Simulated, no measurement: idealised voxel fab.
The name of this process module is voxel fin reveal.
We display cut, a cross-section 255 nm in width whose square cells are each 5 nm.
We lay out every cross-section as a grid of square cells and spell it out in bands from the top down, where one band means one or more rows of cells.
Each band's line starts with the height of the band's top and of its bottom, in nm. Then come its materials from left to right, each with its width in nm. One material with "all across" fills the band from edge to edge. "blank" is empty space.
A quick word on heights: they are counted from 0, and under that level the wafer as it came to us is one material throughout. The lowest band is different from the rest in having no bottom; it simply continues downward, written as in "top 0, no bottom".
When a width is written as two numbers, as in "30->40", the first number is the width in the top row of cells of the band and the second is the width in its bottom row, and the width changes by the same amount from each row to the next.
A step reported as "remains unaltered" is a step in which no cell of the cross-section changed.
Entry "Enclosed voids". Content: empty spaces with no open connection to the top, size 8 cells or greater. Each: width x height at distance. Distance: from left edge. Unit: nm.
Post-settings text on a step line: simulator's own remark regarding the step.
You can add "overlay nm" to a step's line. For a step with a mask, it describes how far the mask lay to the right of its planned position, and a negative number describes a lay to the left.
These are the steps we planned for the process
1) RECEIVE: material Si
2) CONFORMAL_DEP: material SiN, thk nm 10
3) PATTERN: tone cover, mask id FINS, material resist, width nm 15, pitch nm 40, thk nm 15, overlay nm -15
4) DIRECTIONAL_ETCH: etch materials SiN, depth nm 10
5) DIRECTIONAL_ETCH: etch materials Si, depth nm 35
6) STRIP: etch materials resist
7) OXIDIZE: depth nm 5
8) FILL_DEP: material SiO2, thk nm 15
9) CMP: height nm 10
10) SELECTIVE_ETCH: etch materials SiO2, depth nm 35
11) STRIP: etch materials SiN
For this document, wafers share an identical start and vary in the step 3 overlay nm; the plan quotes the first wafer's value.
Received condition of the first of several wafers, sectioned: post-step 1
	top 0, no bottom: Si all across
	Enclosed voids: none
End of the module, past its last step, step 11: how the first of several wafers looks in cross-section
	top 0, bottom -25: 70 nm blank / 5 nm Si / 35 nm blank / 5 nm Si / 35 nm blank / 5 nm Si / 100 nm blank
	top -25, bottom -40: 70 nm SiO2 / 5 nm Si / 35 nm SiO2 / 5 nm Si / 35 nm SiO2 / 5 nm Si / 100 nm SiO2
	top -40, no bottom: Si all across
	Enclosed voids: none
Cross-section at module completion, last wafer
	top 0, bottom -25: 100 nm blank / 5 nm Si / 35 nm blank / 5 nm Si / 35 nm blank / 5 nm Si / 70 nm blank
	top -25, bottom -40: 100 nm SiO2 / 5 nm Si / 35 nm SiO2 / 5 nm Si / 35 nm SiO2 / 5 nm Si / 70 nm SiO2
	top -40, no bottom: Si all across
	Enclosed voids: none
Tabulated below, wafer by wafer, are the end-of-module results: for each material, the number of cells gained (+) or lost (-) relative to the as-received state, followed by the closed voids
overlay nm -15, -384 Si, +144 SiO2, Enclosed voids: none
overlay nm -10, -384 Si, +144 SiO2, Enclosed voids: none
overlay nm -5, -384 Si, +144 SiO2, Enclosed voids: none
overlay nm 0, -384 Si, +144 SiO2, Enclosed voids: none
overlay nm 5, -384 Si, +144 SiO2, Enclosed voids: none
overlay nm 10, -384 Si, +144 SiO2, Enclosed voids: none
overlay nm 15, -384 Si, +144 SiO2, Enclosed voids: none
